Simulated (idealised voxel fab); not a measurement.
This section sets out a process module, namely voxel transistor to metal.
This is section cut - it's 280 nm across, gridded in 5 nm square cells.
In this document a cross-section is written as a grid of square cells. It is given as a series of bands, listed from the top down, and a band is one or more rows of cells. Per band: top height and bottom height in nm, followed by the left-to-right materials and their widths in nm; "all across" marks a single material spanning edge to edge, "air" marks empty space. For the purposes of this specification, 0 denotes the height below which the wafer in its as-received condition is composed wholly of one material, and the lowermost band, lacking a lower limit, extends downward without end, as expressed in "0 -> down". It should be noted that a width expressed as "30..40" varies in equal increments from row to row of cells within the band, taking the value of the first number at the top row and that of the second number at the bottom row. It should be understood that the words "changes: none", when stated for a given step, signify that the cross-section underwent no change in any of its cells during that step. Entry "Voids, sealed". Content: empty spaces with no open connection to the top, size 8 cells or greater. Each: width x height at distance. Distance: from left edge. Unit: nm. Whatever follows a step's settings on its line is a remark the simulator itself makes about that step. You can add "overlay nm" to a step's line. For a step with a mask, it describes how far the mask lay to the right of its planned position, and a negative number describes a lay to the left.

-- Below is the list of planned process steps
1. op RECEIVE | material Si
2. op OXIDIZE | depth nm 5
3. op CONFORMAL_DEP | material SiN | thk nm 10
4. op PATTERN | tone cover | mask id ACTIVE | material resist | width nm 110 | pitch nm 130 | thk nm 15 | overlay nm 0
5. op DIRECTIONAL_ETCH | etch materials SiN | depth nm 10
6. op DIRECTIONAL_ETCH | etch materials SiO2 | depth nm 5
7. op DIRECTIONAL_ETCH | etch materials Si | depth nm 35
8. op STRIP | etch materials resist
9. op FILL_DEP | material SiO2 | thk nm 10
10. op CMP | height nm 10
11. op SELECTIVE_ETCH | etch materials SiO2 | depth nm 10
12. op STRIP | etch materials SiN
13. op SELECTIVE_ETCH | etch materials SiO2 | depth nm 5
14. op OXIDIZE | depth nm 5
15. op DIRECTIONAL_DEP | material polySi | thk nm 25
16. op DIRECTIONAL_DEP | material SiCN | thk nm 15
17. op MASKED_ETCH | tone cover | mask id GATE | width nm 30 | pitch nm 130 | etch materials SiCN | depth nm 25 | overlay nm 0
18. op MASKED_ETCH | tone cover | mask id GATE | width nm 30 | pitch nm 130 | etch materials polySi | depth nm 35 | overlay nm 0
19. op CONFORMAL_DEP | material SiN | thk nm 10
20. op DIRECTIONAL_ETCH | etch materials SiN | depth nm 10
21. op DIRECTIONAL_ETCH | etch materials SiO2 | depth nm 5
22. op DIRECTIONAL_ETCH | etch materials Si | depth nm 5
23. op EPI | material nSi | thk nm 5
24. op FILL_DEP | material SiO2 | thk nm 5
25. op CMP | height nm 20
26. op STRIP | etch materials polySi
27. op SELECTIVE_ETCH | etch materials SiO2 | depth nm 5
28. op CONFORMAL_DEP | material HfO2 | thk nm 5
29. op CONFORMAL_DEP | material TiN | thk nm 5
30. op FILL_DEP | material W | thk nm 5
31. op CMP | height nm 15
32. op DIRECTIONAL_DEP | material SiO2 | thk nm 10
33. op PATTERN | tone open | mask id CONTACT | material resist | width nm 15 | thk nm 15 | overlay nm 0
34. op DIRECTIONAL_ETCH | etch materials SiO2 | depth nm 35
35. op STRIP | etch materials resist
36. op CONFORMAL_DEP | material TiN | thk nm 5
37. op FILL_DEP | material W | thk nm 10
38. op CMP | height nm 25
39. op CONFORMAL_DEP | material SiCN | thk nm 5
40. op DIRECTIONAL_DEP | material lowk | thk nm 25
41. op PATTERN | tone open | mask id METAL_1 | material resist | width nm 15 | thk nm 15 | overlay nm 0
42. op DIRECTIONAL_ETCH | etch materials lowk | depth nm 25
43. op DIRECTIONAL_ETCH | etch materials SiCN | depth nm 5
44. op STRIP | etch materials resist
45. op CONFORMAL_DEP | material TiN | thk nm 5
46. op FILL_DEP | material Ru | thk nm 5
47. op CMP | height nm 55
48. op CONFORMAL_DEP | material SiCN | thk nm 5

-- Concerning the first of two wafers, which was run in accordance with the plan

-- Step 1 complete: cross-section of the wafer as received
0 -> down  Si all across
Voids, sealed: none

-- How the wafer stands in section after step 2
0 -> -5  SiO2 all across
Nothing below the height -5 has changed.

-- How the wafer stands in section after step 3
10 -> 0  SiN all across
Nothing below the height 0 has changed.

-- How the wafer stands in section after step 4
25 -> 10  air 20 | resist 110 | air 20 | resist 110 | air 20
Nothing below the height 10 has changed.

-- How the wafer stands in section after step 5
25 -> 10  air 20 | resist 110 | air 20 | resist 110 | air 20
10 -> 0  air 20 | SiN 110 | air 20 | SiN 110 | air 20
Nothing below the height 0 has changed.

-- How the wafer stands in section after step 6
25 -> 10  air 20 | resist 110 | air 20 | resist 110 | air 20
10 -> 0  air 20 | SiN 110 | air 20 | SiN 110 | air 20
0 -> -5  air 20 | SiO2 110 | air 20 | SiO2 110 | air 20
Nothing below the height -5 has changed.

-- How the wafer stands in section after step 7
25 -> 10  air 20 | resist 110 | air 20 | resist 110 | air 20
10 -> 0  air 20 | SiN 110 | air 20 | SiN 110 | air 20
0 -> -5  air 20 | SiO2 110 | air 20 | SiO2 110 | air 20
-5 -> -40  air 20 | Si 110 | air 20 | Si 110 | air 20
Nothing below the height -40 has changed.

-- How the wafer stands in section after step 8
10 -> 0  air 20 | SiN 110 | air 20 | SiN 110 | air 20
Nothing below the height 0 has changed.

-- How the wafer stands in section after step 9
20 -> 10  SiO2 all across
10 -> 0  SiO2 20 | SiN 110 | SiO2 20 | SiN 110 | SiO2 20
0 -> -5  SiO2 all across
-5 -> -40  SiO2 20 | Si 110 | SiO2 20 | Si 110 | SiO2 20
Nothing below the height -40 has changed.

-- How the wafer stands in section after step 10
10 -> 0  SiO2 20 | SiN 110 | SiO2 20 | SiN 110 | SiO2 20
Nothing below the height 0 has changed.

-- How the wafer stands in section after step 11
10 -> 0  air 20 | SiN 110 | air 20 | SiN 110 | air 20
Nothing below the height 0 has changed.

-- How the wafer stands in section after step 12
0 -> -5  SiO2 all across
Nothing below the height -5 has changed.

-- How the wafer stands in section after step 13
-5 -> -40  SiO2 20 | Si 110 | SiO2 20 | Si 110 | SiO2 20
Nothing below the height -40 has changed.

-- How the wafer stands in section after step 14
-5 -> -10  SiO2 all across
Nothing below the height -10 has changed.

-- How the wafer stands in section after step 15
20 -> -5  polySi all across
Nothing below the height -5 has changed.

-- How the wafer stands in section after step 16
35 -> 20  SiCN all across
Nothing below the height 20 has changed.

-- How the wafer stands in section after step 17
35 -> 20  air 60 | SiCN 30 | air 100 | SiCN 30 | air 60
Nothing below the height 20 has changed.

-- How the wafer stands in section after step 18
35 -> 20  air 60 | SiCN 30 | air 100 | SiCN 30 | air 60
20 -> -5  air 60 | polySi 30 | air 100 | polySi 30 | air 60
Nothing below the height -5 has changed.

-- How the wafer stands in section after step 19
45 -> 35  air 50 | SiN 50 | air 80 | SiN 50 | air 50
35 -> 20  air 50 | SiN 10 | SiCN 30 | SiN 10 | air 80 | SiN 10 | SiCN 30 | SiN 10 | air 50
20 -> 5  air 50 | SiN 10 | polySi 30 | SiN 10 | air 80 | SiN 10 | polySi 30 | SiN 10 | air 50
5 -> -5  SiN 60 | polySi 30 | SiN 100 | polySi 30 | SiN 60
Nothing below the height -5 has changed.

-- How the wafer stands in section after step 20
35 -> 20  air 50 | SiN 10 | SiCN 30 | SiN 10 | air 80 | SiN 10 | SiCN 30 | SiN 10 | air 50
20 -> -5  air 50 | SiN 10 | polySi 30 | SiN 10 | air 80 | SiN 10 | polySi 30 | SiN 10 | air 50
Nothing below the height -5 has changed.

-- How the wafer stands in section after step 21
35 -> 20  air 50 | SiN 10 | SiCN 30 | SiN 10 | air 80 | SiN 10 | SiCN 30 | SiN 10 | air 50
20 -> -5  air 50 | SiN 10 | polySi 30 | SiN 10 | air 80 | SiN 10 | polySi 30 | SiN 10 | air 50
-5 -> -10  air 50 | SiO2 50 | air 80 | SiO2 50 | air 50
Nothing below the height -10 has changed.

-- How the wafer stands in section after step 22
35 -> 20  air 50 | SiN 10 | SiCN 30 | SiN 10 | air 80 | SiN 10 | SiCN 30 | SiN 10 | air 50
20 -> -5  air 50 | SiN 10 | polySi 30 | SiN 10 | air 80 | SiN 10 | polySi 30 | SiN 10 | air 50
-5 -> -10  air 50 | SiO2 50 | air 80 | SiO2 50 | air 50
-10 -> -15  SiO2 20 | air 30 | Si 50 | air 30 | SiO2 20 | air 30 | Si 50 | air 30 | SiO2 20
Nothing below the height -15 has changed.

-- How the wafer stands in section after step 23
35 -> 20  air 50 | SiN 10 | SiCN 30 | SiN 10 | air 80 | SiN 10 | SiCN 30 | SiN 10 | air 50
20 -> -5  air 50 | SiN 10 | polySi 30 | SiN 10 | air 80 | SiN 10 | polySi 30 | SiN 10 | air 50
-5 -> -10  air 45 | nSi 5 | SiO2 50 | nSi 5 | air 70 | nSi 5 | SiO2 50 | nSi 5 | air 45
-10 -> -15  SiO2 20 | nSi 30 | Si 50 | nSi 30 | SiO2 20 | nSi 30 | Si 50 | nSi 30 | SiO2 20
Nothing below the height -15 has changed.

-- How the wafer stands in section after step 24
40 -> 35  SiO2 all across
35 -> 20  SiO2 50 | SiN 10 | SiCN 30 | SiN 10 | SiO2 80 | SiN 10 | SiCN 30 | SiN 10 | SiO2 50
20 -> -5  SiO2 50 | SiN 10 | polySi 30 | SiN 10 | SiO2 80 | SiN 10 | polySi 30 | SiN 10 | SiO2 50
-5 -> -10  SiO2 45 | nSi 5 | SiO2 50 | nSi 5 | SiO2 70 | nSi 5 | SiO2 50 | nSi 5 | SiO2 45
Nothing below the height -10 has changed.

-- How the wafer stands in section after step 25
20 -> -5  SiO2 50 | SiN 10 | polySi 30 | SiN 10 | SiO2 80 | SiN 10 | polySi 30 | SiN 10 | SiO2 50
Nothing below the height -5 has changed.

-- How the wafer stands in section after step 26
20 -> -5  SiO2 50 | SiN 10 | air 30 | SiN 10 | SiO2 80 | SiN 10 | air 30 | SiN 10 | SiO2 50
Nothing below the height -5 has changed.

-- How the wafer stands in section after step 27
20 -> 15  air 50 | SiN 10 | air 30 | SiN 10 | air 80 | SiN 10 | air 30 | SiN 10 | air 50
15 -> -5  SiO2 50 | SiN 10 | air 30 | SiN 10 | SiO2 80 | SiN 10 | air 30 | SiN 10 | SiO2 50
-5 -> -10  SiO2 45 | nSi 5 | SiO2 5 | air 40 | SiO2 5 | nSi 5 | SiO2 70 | nSi 5 | SiO2 5 | air 40 | SiO2 5 | nSi 5 | SiO2 45
Nothing below the height -10 has changed.

-- How the wafer stands in section after step 28
25 -> 20  air 45 | HfO2 20 | air 20 | HfO2 20 | air 70 | HfO2 20 | air 20 | HfO2 20 | air 45
20 -> 15  HfO2 50 | SiN 10 | HfO2 5 | air 20 | HfO2 5 | SiN 10 | HfO2 80 | SiN 10 | HfO2 5 | air 20 | HfO2 5 | SiN 10 | HfO2 50
15 -> -5  SiO2 50 | SiN 10 | HfO2 5 | air 20 | HfO2 5 | SiN 10 | SiO2 80 | SiN 10 | HfO2 5 | air 20 | HfO2 5 | SiN 10 | SiO2 50
-5 -> -10  SiO2 45 | nSi 5 | SiO2 5 | HfO2 40 | SiO2 5 | nSi 5 | SiO2 70 | nSi 5 | SiO2 5 | HfO2 40 | SiO2 5 | nSi 5 | SiO2 45
Nothing below the height -10 has changed.

-- How the wafer stands in section after step 29
30 -> 25  air 40 | TiN 30 | air 10 | TiN 30 | air 60 | TiN 30 | air 10 | TiN 30 | air 40
25 -> 20  TiN 45 | HfO2 20 | TiN 5 | air 10 | TiN 5 | HfO2 20 | TiN 70 | HfO2 20 | TiN 5 | air 10 | TiN 5 | HfO2 20 | TiN 45
20 -> 15  HfO2 50 | SiN 10 | HfO2 5 | TiN 5 | air 10 | TiN 5 | HfO2 5 | SiN 10 | HfO2 80 | SiN 10 | HfO2 5 | TiN 5 | air 10 | TiN 5 | HfO2 5 | SiN 10 | HfO2 50
15 -> 0  SiO2 50 | SiN 10 | HfO2 5 | TiN 5 | air 10 | TiN 5 | HfO2 5 | SiN 10 | SiO2 80 | SiN 10 | HfO2 5 | TiN 5 | air 10 | TiN 5 | HfO2 5 | SiN 10 | SiO2 50
0 -> -5  SiO2 50 | SiN 10 | HfO2 5 | TiN 20 | HfO2 5 | SiN 10 | SiO2 80 | SiN 10 | HfO2 5 | TiN 20 | HfO2 5 | SiN 10 | SiO2 50
Nothing below the height -5 has changed.

-- How the wafer stands in section after step 30
35 -> 30  W all across
30 -> 25  W 40 | TiN 30 | W 10 | TiN 30 | W 60 | TiN 30 | W 10 | TiN 30 | W 40
25 -> 20  TiN 45 | HfO2 20 | TiN 5 | W 10 | TiN 5 | HfO2 20 | TiN 70 | HfO2 20 | TiN 5 | W 10 | TiN 5 | HfO2 20 | TiN 45
20 -> 15  HfO2 50 | SiN 10 | HfO2 5 | TiN 5 | W 10 | TiN 5 | HfO2 5 | SiN 10 | HfO2 80 | SiN 10 | HfO2 5 | TiN 5 | W 10 | TiN 5 | HfO2 5 | SiN 10 | HfO2 50
15 -> 0  SiO2 50 | SiN 10 | HfO2 5 | TiN 5 | W 10 | TiN 5 | HfO2 5 | SiN 10 | SiO2 80 | SiN 10 | HfO2 5 | TiN 5 | W 10 | TiN 5 | HfO2 5 | SiN 10 | SiO2 50
Nothing below the height 0 has changed.

-- How the wafer stands in section after step 31
15 -> 0  SiO2 50 | SiN 10 | HfO2 5 | TiN 5 | W 10 | TiN 5 | HfO2 5 | SiN 10 | SiO2 80 | SiN 10 | HfO2 5 | TiN 5 | W 10 | TiN 5 | HfO2 5 | SiN 10 | SiO2 50
Nothing below the height 0 has changed.

-- How the wafer stands in section after step 32
25 -> 15  SiO2 all across
Nothing below the height 15 has changed.

-- How the wafer stands in section after step 33
40 -> 25  resist 30 | air 15 | resist 60 | air 15 | resist 40 | air 15 | resist 60 | air 15 | resist 30
Nothing below the height 25 has changed.

-- How the wafer stands in section after step 34
40 -> 25  resist 30 | air 15 | resist 60 | air 15 | resist 40 | air 15 | resist 60 | air 15 | resist 30
25 -> 15  SiO2 30 | air 15 | SiO2 60 | air 15 | SiO2 40 | air 15 | SiO2 60 | air 15 | SiO2 30
15 -> 0  SiO2 30 | air 15 | SiO2 5 | SiN 10 | HfO2 5 | TiN 5 | W 10 | TiN 5 | HfO2 5 | SiN 10 | SiO2 5 | air 15 | SiO2 40 | air 15 | SiO2 5 | SiN 10 | HfO2 5 | TiN 5 | W 10 | TiN 5 | HfO2 5 | SiN 10 | SiO2 5 | air 15 | SiO2 30
0 -> -5  SiO2 30 | air 15 | SiO2 5 | SiN 10 | HfO2 5 | TiN 20 | HfO2 5 | SiN 10 | SiO2 5 | air 15 | SiO2 40 | air 15 | SiO2 5 | SiN 10 | HfO2 5 | TiN 20 | HfO2 5 | SiN 10 | SiO2 5 | air 15 | SiO2 30
-5 -> -10  SiO2 30 | air 15 | nSi 5 | SiO2 5 | HfO2 40 | SiO2 5 | nSi 5 | air 15 | SiO2 40 | air 15 | nSi 5 | SiO2 5 | HfO2 40 | SiO2 5 | nSi 5 | air 15 | SiO2 30
Nothing below the height -10 has changed.

-- How the wafer stands in section after step 35
25 -> 15  SiO2 30 | air 15 | SiO2 60 | air 15 | SiO2 40 | air 15 | SiO2 60 | air 15 | SiO2 30
Nothing below the height 15 has changed.

-- How the wafer stands in section after step 36
30 -> 25  TiN 35 | air 5 | TiN 70 | air 5 | TiN 50 | air 5 | TiN 70 | air 5 | TiN 35
25 -> 15  SiO2 30 | TiN 5 | air 5 | TiN 5 | SiO2 60 | TiN 5 | air 5 | TiN 5 | SiO2 40 | TiN 5 | air 5 | TiN 5 | SiO2 60 | TiN 5 | air 5 | TiN 5 | SiO2 30
15 -> 0  SiO2 30 | TiN 5 | air 5 | TiN 5 | SiO2 5 | SiN 10 | HfO2 5 | TiN 5 | W 10 | TiN 5 | HfO2 5 | SiN 10 | SiO2 5 | TiN 5 | air 5 | TiN 5 | SiO2 40 | TiN 5 | air 5 | TiN 5 | SiO2 5 | SiN 10 | HfO2 5 | TiN 5 | W 10 | TiN 5 | HfO2 5 | SiN 10 | SiO2 5 | TiN 5 | air 5 | TiN 5 | SiO2 30
0 -> -5  SiO2 30 | TiN 5 | air 5 | TiN 5 | SiO2 5 | SiN 10 | HfO2 5 | TiN 20 | HfO2 5 | SiN 10 | SiO2 5 | TiN 5 | air 5 | TiN 5 | SiO2 40 | TiN 5 | air 5 | TiN 5 | SiO2 5 | SiN 10 | HfO2 5 | TiN 20 | HfO2 5 | SiN 10 | SiO2 5 | TiN 5 | air 5 | TiN 5 | SiO2 30
-5 -> -10  SiO2 30 | TiN 15 | nSi 5 | SiO2 5 | HfO2 40 | SiO2 5 | nSi 5 | TiN 15 | SiO2 40 | TiN 15 | nSi 5 | SiO2 5 | HfO2 40 | SiO2 5 | nSi 5 | TiN 15 | SiO2 30
Nothing below the height -10 has changed.

-- How the wafer stands in section after step 37
40 -> 30  W all across
30 -> 25  TiN 35 | W 5 | TiN 70 | W 5 | TiN 50 | W 5 | TiN 70 | W 5 | TiN 35
25 -> 15  SiO2 30 | TiN 5 | W 5 | TiN 5 | SiO2 60 | TiN 5 | W 5 | TiN 5 | SiO2 40 | TiN 5 | W 5 | TiN 5 | SiO2 60 | TiN 5 | W 5 | TiN 5 | SiO2 30
15 -> 0  SiO2 30 | TiN 5 | W 5 | TiN 5 | SiO2 5 | SiN 10 | HfO2 5 | TiN 5 | W 10 | TiN 5 | HfO2 5 | SiN 10 | SiO2 5 | TiN 5 | W 5 | TiN 5 | SiO2 40 | TiN 5 | W 5 | TiN 5 | SiO2 5 | SiN 10 | HfO2 5 | TiN 5 | W 10 | TiN 5 | HfO2 5 | SiN 10 | SiO2 5 | TiN 5 | W 5 | TiN 5 | SiO2 30
0 -> -5  SiO2 30 | TiN 5 | W 5 | TiN 5 | SiO2 5 | SiN 10 | HfO2 5 | TiN 20 | HfO2 5 | SiN 10 | SiO2 5 | TiN 5 | W 5 | TiN 5 | SiO2 40 | TiN 5 | W 5 | TiN 5 | SiO2 5 | SiN 10 | HfO2 5 | TiN 20 | HfO2 5 | SiN 10 | SiO2 5 | TiN 5 | W 5 | TiN 5 | SiO2 30
Nothing below the height -5 has changed.

-- How the wafer stands in section after step 38
25 -> 15  SiO2 30 | TiN 5 | W 5 | TiN 5 | SiO2 60 | TiN 5 | W 5 | TiN 5 | SiO2 40 | TiN 5 | W 5 | TiN 5 | SiO2 60 | TiN 5 | W 5 | TiN 5 | SiO2 30
Nothing below the height 15 has changed.

-- How the wafer stands in section after step 39
30 -> 25  SiCN all across
Nothing below the height 25 has changed.

-- How the wafer stands in section after step 40
55 -> 30  lowk all across
Nothing below the height 30 has changed.

-- How the wafer stands in section after step 41
70 -> 55  resist 30 | air 15 | resist 60 | air 15 | resist 40 | air 15 | resist 60 | air 15 | resist 30
Nothing below the height 55 has changed.

-- How the wafer stands in section after step 42
70 -> 55  resist 30 | air 15 | resist 60 | air 15 | resist 40 | air 15 | resist 60 | air 15 | resist 30
55 -> 30  lowk 30 | air 15 | lowk 60 | air 15 | lowk 40 | air 15 | lowk 60 | air 15 | lowk 30
Nothing below the height 30 has changed.

-- How the wafer stands in section after step 43
70 -> 55  resist 30 | air 15 | resist 60 | air 15 | resist 40 | air 15 | resist 60 | air 15 | resist 30
55 -> 30  lowk 30 | air 15 | lowk 60 | air 15 | lowk 40 | air 15 | lowk 60 | air 15 | lowk 30
30 -> 25  SiCN 30 | air 15 | SiCN 60 | air 15 | SiCN 40 | air 15 | SiCN 60 | air 15 | SiCN 30
Nothing below the height 25 has changed.

-- How the wafer stands in section after step 44
55 -> 30  lowk 30 | air 15 | lowk 60 | air 15 | lowk 40 | air 15 | lowk 60 | air 15 | lowk 30
Nothing below the height 30 has changed.

-- How the wafer stands in section after step 45
60 -> 55  TiN 35 | air 5 | TiN 70 | air 5 | TiN 50 | air 5 | TiN 70 | air 5 | TiN 35
55 -> 30  lowk 30 | TiN 5 | air 5 | TiN 5 | lowk 60 | TiN 5 | air 5 | TiN 5 | lowk 40 | TiN 5 | air 5 | TiN 5 | lowk 60 | TiN 5 | air 5 | TiN 5 | lowk 30
30 -> 25  SiCN 30 | TiN 15 | SiCN 60 | TiN 15 | SiCN 40 | TiN 15 | SiCN 60 | TiN 15 | SiCN 30
Nothing below the height 25 has changed.

-- How the wafer stands in section after step 46
65 -> 60  Ru all across
60 -> 55  TiN 35 | Ru 5 | TiN 70 | Ru 5 | TiN 50 | Ru 5 | TiN 70 | Ru 5 | TiN 35
55 -> 30  lowk 30 | TiN 5 | Ru 5 | TiN 5 | lowk 60 | TiN 5 | Ru 5 | TiN 5 | lowk 40 | TiN 5 | Ru 5 | TiN 5 | lowk 60 | TiN 5 | Ru 5 | TiN 5 | lowk 30
Nothing below the height 30 has changed.

-- How the wafer stands in section after step 47
55 -> 30  lowk 30 | TiN 5 | Ru 5 | TiN 5 | lowk 60 | TiN 5 | Ru 5 | TiN 5 | lowk 40 | TiN 5 | Ru 5 | TiN 5 | lowk 60 | TiN 5 | Ru 5 | TiN 5 | lowk 30
Nothing below the height 30 has changed.

-- How the wafer stands in section after step 48
60 -> 55  SiCN all across
Nothing below the height 55 has changed.

-- Second Wafer (Identical Start and Plan, One Processing Error; Matches First Wafer Through Step 23)

-- Second wafer cross-section, taken as of the time the plan sets for step 24 to be done
40 -> 35  HfO2 all across
35 -> 20  HfO2 50 | SiN 10 | SiCN 30 | SiN 10 | HfO2 80 | SiN 10 | SiCN 30 | SiN 10 | HfO2 50
20 -> -5  HfO2 50 | SiN 10 | polySi 30 | SiN 10 | HfO2 80 | SiN 10 | polySi 30 | SiN 10 | HfO2 50
-5 -> -10  HfO2 45 | nSi 5 | SiO2 50 | nSi 5 | HfO2 70 | nSi 5 | SiO2 50 | nSi 5 | HfO2 45
Nothing below the height -10 has changed.

-- Second wafer cross-section, taken as of the time the plan sets for step 25 to be done
20 -> -5  HfO2 50 | SiN 10 | polySi 30 | SiN 10 | HfO2 80 | SiN 10 | polySi 30 | SiN 10 | HfO2 50
Nothing below the height -5 has changed.

-- Second wafer cross-section, taken as of the time the plan sets for step 26 to be done
20 -> -5  HfO2 50 | SiN 10 | air 30 | SiN 10 | HfO2 80 | SiN 10 | air 30 | SiN 10 | HfO2 50
Nothing below the height -5 has changed.

-- Second wafer cross-section, taken as of the time the plan sets for step 27 to be done
20 -> -5  HfO2 50 | SiN 10 | air 30 | SiN 10 | HfO2 80 | SiN 10 | air 30 | SiN 10 | HfO2 50
-5 -> -10  HfO2 45 | nSi 5 | SiO2 5 | air 40 | SiO2 5 | nSi 5 | HfO2 70 | nSi 5 | SiO2 5 | air 40 | SiO2 5 | nSi 5 | HfO2 45
Nothing below the height -10 has changed.

-- Second wafer cross-section, taken as of the time the plan sets for step 28 to be done
25 -> 20  HfO2 65 | air 20 | HfO2 110 | air 20 | HfO2 65
20 -> -5  HfO2 50 | SiN 10 | HfO2 5 | air 20 | HfO2 5 | SiN 10 | HfO2 80 | SiN 10 | HfO2 5 | air 20 | HfO2 5 | SiN 10 | HfO2 50
-5 -> -10  HfO2 45 | nSi 5 | SiO2 5 | HfO2 40 | SiO2 5 | nSi 5 | HfO2 70 | nSi 5 | SiO2 5 | HfO2 40 | SiO2 5 | nSi 5 | HfO2 45
Nothing below the height -10 has changed.

-- Second wafer cross-section, taken as of the time the plan sets for step 29 to be done
30 -> 25  TiN 70 | air 10 | TiN 120 | air 10 | TiN 70
25 -> 20  HfO2 65 | TiN 5 | air 10 | TiN 5 | HfO2 110 | TiN 5 | air 10 | TiN 5 | HfO2 65
20 -> 0  HfO2 50 | SiN 10 | HfO2 5 | TiN 5 | air 10 | TiN 5 | HfO2 5 | SiN 10 | HfO2 80 | SiN 10 | HfO2 5 | TiN 5 | air 10 | TiN 5 | HfO2 5 | SiN 10 | HfO2 50
0 -> -5  HfO2 50 | SiN 10 | HfO2 5 | TiN 20 | HfO2 5 | SiN 10 | HfO2 80 | SiN 10 | HfO2 5 | TiN 20 | HfO2 5 | SiN 10 | HfO2 50
Nothing below the height -5 has changed.

-- Second wafer cross-section, taken as of the time the plan sets for step 30 to be done
35 -> 30  W all across
30 -> 25  TiN 70 | W 10 | TiN 120 | W 10 | TiN 70
25 -> 20  HfO2 65 | TiN 5 | W 10 | TiN 5 | HfO2 110 | TiN 5 | W 10 | TiN 5 | HfO2 65
20 -> 0  HfO2 50 | SiN 10 | HfO2 5 | TiN 5 | W 10 | TiN 5 | HfO2 5 | SiN 10 | HfO2 80 | SiN 10 | HfO2 5 | TiN 5 | W 10 | TiN 5 | HfO2 5 | SiN 10 | HfO2 50
Nothing below the height 0 has changed.

-- Second wafer cross-section, taken as of the time the plan sets for step 31 to be done
15 -> 0  HfO2 50 | SiN 10 | HfO2 5 | TiN 5 | W 10 | TiN 5 | HfO2 5 | SiN 10 | HfO2 80 | SiN 10 | HfO2 5 | TiN 5 | W 10 | TiN 5 | HfO2 5 | SiN 10 | HfO2 50
Nothing below the height 0 has changed.

-- Second wafer cross-section, taken as of the time the plan sets for step 32 to be done
25 -> 15  SiO2 all across
Nothing below the height 15 has changed.

-- Second wafer cross-section, taken as of the time the plan sets for step 33 to be done
40 -> 25  resist 30 | air 15 | resist 60 | air 15 | resist 40 | air 15 | resist 60 | air 15 | resist 30
Nothing below the height 25 has changed.

-- Second wafer cross-section, taken as of the time the plan sets for step 34 to be done
40 -> 25  resist 30 | air 15 | resist 60 | air 15 | resist 40 | air 15 | resist 60 | air 15 | resist 30
25 -> 15  SiO2 30 | air 15 | SiO2 60 | air 15 | SiO2 40 | air 15 | SiO2 60 | air 15 | SiO2 30
Nothing below the height 15 has changed.

-- Second wafer cross-section, taken as of the time the plan sets for step 35 to be done
25 -> 15  SiO2 30 | air 15 | SiO2 60 | air 15 | SiO2 40 | air 15 | SiO2 60 | air 15 | SiO2 30
Nothing below the height 15 has changed.

-- Second wafer cross-section, taken as of the time the plan sets for step 36 to be done
30 -> 25  TiN 35 | air 5 | TiN 70 | air 5 | TiN 50 | air 5 | TiN 70 | air 5 | TiN 35
25 -> 20  SiO2 30 | TiN 5 | air 5 | TiN 5 | SiO2 60 | TiN 5 | air 5 | TiN 5 | SiO2 40 | TiN 5 | air 5 | TiN 5 | SiO2 60 | TiN 5 | air 5 | TiN 5 | SiO2 30
20 -> 15  SiO2 30 | TiN 15 | SiO2 60 | TiN 15 | SiO2 40 | TiN 15 | SiO2 60 | TiN 15 | SiO2 30
Nothing below the height 15 has changed.

-- Second wafer cross-section, taken as of the time the plan sets for step 37 to be done
40 -> 30  W all across
30 -> 25  TiN 35 | W 5 | TiN 70 | W 5 | TiN 50 | W 5 | TiN 70 | W 5 | TiN 35
25 -> 20  SiO2 30 | TiN 5 | W 5 | TiN 5 | SiO2 60 | TiN 5 | W 5 | TiN 5 | SiO2 40 | TiN 5 | W 5 | TiN 5 | SiO2 60 | TiN 5 | W 5 | TiN 5 | SiO2 30
Nothing below the height 20 has changed.

-- Second wafer cross-section, taken as of the time the plan sets for step 38 to be done
25 -> 20  SiO2 30 | TiN 5 | W 5 | TiN 5 | SiO2 60 | TiN 5 | W 5 | TiN 5 | SiO2 40 | TiN 5 | W 5 | TiN 5 | SiO2 60 | TiN 5 | W 5 | TiN 5 | SiO2 30
Nothing below the height 20 has changed.

-- Second wafer cross-section, taken as of the time the plan sets for step 39 to be done
30 -> 25  SiCN all across
Nothing below the height 25 has changed.

-- Second wafer cross-section, taken as of the time the plan sets for step 40 to be done
55 -> 30  lowk all across
Nothing below the height 30 has changed.

-- Second wafer cross-section, taken as of the time the plan sets for step 41 to be done
70 -> 55  resist 30 | air 15 | resist 60 | air 15 | resist 40 | air 15 | resist 60 | air 15 | resist 30
Nothing below the height 55 has changed.

-- Second wafer cross-section, taken as of the time the plan sets for step 42 to be done
70 -> 55  resist 30 | air 15 | resist 60 | air 15 | resist 40 | air 15 | resist 60 | air 15 | resist 30
55 -> 30  lowk 30 | air 15 | lowk 60 | air 15 | lowk 40 | air 15 | lowk 60 | air 15 | lowk 30
Nothing below the height 30 has changed.

-- Second wafer cross-section, taken as of the time the plan sets for step 43 to be done
70 -> 55  resist 30 | air 15 | resist 60 | air 15 | resist 40 | air 15 | resist 60 | air 15 | resist 30
55 -> 30  lowk 30 | air 15 | lowk 60 | air 15 | lowk 40 | air 15 | lowk 60 | air 15 | lowk 30
30 -> 25  SiCN 30 | air 15 | SiCN 60 | air 15 | SiCN 40 | air 15 | SiCN 60 | air 15 | SiCN 30
Nothing below the height 25 has changed.

-- Second wafer cross-section, taken as of the time the plan sets for step 44 to be done
55 -> 30  lowk 30 | air 15 | lowk 60 | air 15 | lowk 40 | air 15 | lowk 60 | air 15 | lowk 30
Nothing below the height 30 has changed.

-- Second wafer cross-section, taken as of the time the plan sets for step 45 to be done
60 -> 55  TiN 35 | air 5 | TiN 70 | air 5 | TiN 50 | air 5 | TiN 70 | air 5 | TiN 35
55 -> 30  lowk 30 | TiN 5 | air 5 | TiN 5 | lowk 60 | TiN 5 | air 5 | TiN 5 | lowk 40 | TiN 5 | air 5 | TiN 5 | lowk 60 | TiN 5 | air 5 | TiN 5 | lowk 30
30 -> 25  SiCN 30 | TiN 15 | SiCN 60 | TiN 15 | SiCN 40 | TiN 15 | SiCN 60 | TiN 15 | SiCN 30
Nothing below the height 25 has changed.

-- Second wafer cross-section, taken as of the time the plan sets for step 46 to be done
65 -> 60  Ru all across
60 -> 55  TiN 35 | Ru 5 | TiN 70 | Ru 5 | TiN 50 | Ru 5 | TiN 70 | Ru 5 | TiN 35
55 -> 30  lowk 30 | TiN 5 | Ru 5 | TiN 5 | lowk 60 | TiN 5 | Ru 5 | TiN 5 | lowk 40 | TiN 5 | Ru 5 | TiN 5 | lowk 60 | TiN 5 | Ru 5 | TiN 5 | lowk 30
Nothing below the height 30 has changed.

-- Second wafer cross-section, taken as of the time the plan sets for step 47 to be done
55 -> 30  lowk 30 | TiN 5 | Ru 5 | TiN 5 | lowk 60 | TiN 5 | Ru 5 | TiN 5 | lowk 40 | TiN 5 | Ru 5 | TiN 5 | lowk 60 | TiN 5 | Ru 5 | TiN 5 | lowk 30
Nothing below the height 30 has changed.

-- Second wafer cross-section, taken as of the time the plan sets for step 48 to be done
60 -> 55  SiCN all across
Nothing below the height 55 has changed.
In executing the process, a mistake was made relative to the plan: step 24 ran as: op FILL_DEP | material HfO2 | thk nm 5
Wrapping up, a cell-based count of both wafers puts the second over or under the first for these materials: HfO2: 176 more | SiO2: 116 fewer | TiN: 40 fewer | W: 20 fewer
